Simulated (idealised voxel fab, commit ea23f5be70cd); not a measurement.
A process module follows: voxel capacitor over wiring.
It is cross-section cut that appears here, measuring 225 nm in width, its square cells being 5 nm in size.
For the purposes of this document, a cross-section shall be understood as a grid of square cells, specified as bands listed in top-to-bottom order, each band consisting of one or more rows of cells.
Per band: top height and bottom height in nm, followed by the left-to-right materials and their widths in nm; "everywhere" marks a single material spanning edge to edge, "blank" marks empty space.
All heights in this document are referenced to 0, defined as the level beneath which the wafer, as received, consists entirely of one material. The lowest band is not bounded below; it extends indefinitely downward and is written in the form "0 and below".
With a width like "30->40", each row of cells in the band differs from the next by the same amount, the top row carrying the first number and the bottom row the second.
"no modification" (step): cross-section cells unchanged, all of them.
The list in "Non-vented voids" covers empty spaces of 8 cells or more that cannot reach the top through any open way, and it gives each as width x height at distance; the distance is from the left edge, and width, height and distance are in nm.
Note: text after step settings on the step line = simulator remark on that step.
Steps that use a mask can have "overlay nm" on their line. It says how far the mask sat to the right of where it was meant to be. Negative means to the left.
-- Process steps foreseen in the plan
1. RECEIVE [material Si]
2. CONFORMAL_DEP [material SiO2] [thk nm 10]
3. CONFORMAL_DEP [material SiN] [thk nm 5]
4. DIRECTIONAL_DEP [material lowk] [thk nm 25]
5. DIRECTIONAL_DEP [material aC] [thk nm 15]
6. PATTERN [tone open] [mask id METAL_1] [material resist] [width nm 25] [pitch nm 80] [thk nm 30] [overlay nm 0]
7. DIRECTIONAL_ETCH [etch materials aC] [depth nm 15]
8. STRIP [etch materials resist]
9. DIRECTIONAL_ETCH [etch materials lowk] [depth nm 25]
10. DIRECTIONAL_ETCH [etch materials SiN] [depth nm 5]
11. STRIP [etch materials aC]
12. CONFORMAL_DEP [material TiN] [thk nm 5]
13. FILL_DEP [material Ru] [thk nm 5]
14. CMP [height nm 40]
15. EPI [material Ru] [thk nm 5]
16. FILL_DEP [material SiCN] [thk nm 5]
17. DIRECTIONAL_DEP [material lowk] [thk nm 20]
18. DIRECTIONAL_DEP [material aC] [thk nm 10]
19. PATTERN [tone open] [mask id PLUG_1] [material resist] [width nm 15] [thk nm 25] [overlay nm 0]
20. DIRECTIONAL_ETCH [etch materials aC] [depth nm 10]
21. STRIP [etch materials resist]
22. DIRECTIONAL_ETCH [etch materials lowk] [depth nm 20]
23. DIRECTIONAL_ETCH [etch materials SiCN] [depth nm 5]
24. STRIP [etch materials aC]
25. EPI [material Ru] [thk nm 10]
26. EPI [material Ru] [thk nm 10]
27. EPI [material Ru] [thk nm 5]
28. DIRECTIONAL_DEP [material TiN] [thk nm 10]
29. DIRECTIONAL_DEP [material HfO2] [thk nm 5]
30. DIRECTIONAL_DEP [material TiN] [thk nm 10]
31. MASKED_ETCH [tone cover] [mask id UPPER_PLATE] [width nm 60] [etch materials TiN] [depth nm 10] [overlay nm 0]
32. MASKED_ETCH [tone cover] [mask id UPPER_PLATE] [width nm 60] [etch materials HfO2] [depth nm 5] [overlay nm 0]
33. MASKED_ETCH [tone cover] [mask id LOWER_PLATE] [width nm 70] [etch materials TiN] [depth nm 10] [overlay nm 0]
34. FILL_DEP [material SiO2] [thk nm 15]
35. CMP [height nm 105]
36. MASKED_ETCH [tone open] [mask id PLUG_2] [width nm 15] [etch materials SiO2] [depth nm 10] [overlay nm 0]
37. CONFORMAL_DEP [material TiN] [thk nm 5]
38. FILL_DEP [material W] [thk nm 10]
39. CMP [height nm 105]
40. CONFORMAL_DEP [material SiCN] [thk nm 5]
-- as received, after step 1
	0 and below: Si everywhere
	Non-vented voids: none
-- Below is the wafer in cross-section after the module was completed. It began from the starting point shown above and followed the plan shown above, except that one mistake was made while running it
	110 down to 105: SiCN everywhere
	105 down to 100: SiO2 80 nm; TiN 5 nm; W 5 nm; TiN 5 nm; SiO2 130 nm
	100 down to 95: SiO2 80 nm; TiN 15 nm; SiO2 130 nm
	95 down to 85: SiO2 70 nm; TiN 60 nm; SiO2 95 nm
	85 down to 80: SiO2 70 nm; HfO2 60 nm; SiO2 95 nm
	80 down to 70: aC everywhere
	70 down to 50: lowk 70 nm; Ru 15 nm; lowk 140 nm
	50 down to 45: SiCN 70 nm; Ru 15 nm; SiCN 140 nm
	45 down to 40: SiCN 55 nm; Ru 35 nm; SiCN 45 nm; Ru 35 nm; SiCN 55 nm
	40 down to 15: lowk 60 nm; TiN 5 nm; Ru 15 nm; TiN 5 nm; lowk 55 nm; TiN 5 nm; Ru 15 nm; TiN 5 nm; lowk 60 nm
	15 down to 10: SiN 60 nm; TiN 25 nm; SiN 55 nm; TiN 25 nm; SiN 60 nm
	10 down to 0: SiO2 everywhere
	0 and below: Si everywhere
	Non-vented voids: none
Against the plan, the run slipped here: in deviation from the planned setting, step 28 was conducted as DIRECTIONAL_DEP [material aC] [thk nm 10]
